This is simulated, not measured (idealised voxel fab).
Presented below is a process module, voxel spacer lines.
Cross-section cut spans 225 nm and uses square cells 5 nm in size.
Cross-section = grid of square cells, listed top down in bands; band = one or more rows.
For a band, the entry starts with two heights in nm, that of the top and then that of the bottom, and carries on with the band's materials in order from left to right, each alongside its width in nm; the word "throughout" beside a single material means it fills the band edge to edge, and "empty" means empty space.
A quick word on heights: they are counted from 0, and under that level the wafer as it came to us is one material throughout. The lowest band is different from the rest in having no bottom; it simply continues downward, written as in "0 nm and below".
Width "30->40": first value at the band's top row of cells, second value at its bottom row, equal change from row to row.
"nothing changed", as given for a step, is the statement that not any cell of the cross-section underwent a change during that step.
Each empty space that has no open way to the top and spans at least 8 cells appears under "Unvented voids" as width x height at distance, the distance counted from the left edge, all in nm.
Whatever follows a step's settings on its line is a remark the simulator itself makes about that step.
overlay nm: right-of-plan distance of the mask on a masked step; negative values mean left-of-plan.
The steps planned for the process are as follows
1 op RECEIVE | material Si
2 op CONFORMAL_DEP | material SiO2 | thk nm 10
3 op DIRECTIONAL_DEP | material W | thk nm 15
4 op DIRECTIONAL_DEP | material aC | thk nm 25
5 op PATTERN | tone cover | mask id MANDREL | material resist | width nm 15 | pitch nm 70 | thk nm 35 | overlay nm 0
6 op DIRECTIONAL_ETCH | etch materials aC | depth nm 25
7 op STRIP | etch materials resist
8 op CONFORMAL_DEP | material SiN | thk nm 10
9 op DIRECTIONAL_ETCH | etch materials SiN | depth nm 10
10 op STRIP | etch materials aC
11 op DIRECTIONAL_ETCH | etch materials W | depth nm 15
12 op STRIP | etch materials SiN
Don't read the plan's width nm for step 5 as applying to every wafer: that's the first wafer's value, and the wafers differ in it, though they all start identical.
Here's the first of the wafers in cross-section, just as we got it, i.e. after step 1
    0 nm and below = Si throughout
    Unvented voids: none
Below: a row per wafer. Contents at end of module: for every material, cells gained since receipt (+) or lost since receipt (-); then closed voids
width nm 15, +90 SiO2, +36 W, Unvented voids: none
width nm 20, +90 SiO2, +36 W, Unvented voids: none
width nm 25, +90 SiO2, +36 W, Unvented voids: none
width nm 30, +90 SiO2, +36 W, Unvented voids: none
width nm 35, +90 SiO2, +36 W, Unvented voids: none
width nm 40, +90 SiO2, +36 W, Unvented voids: none
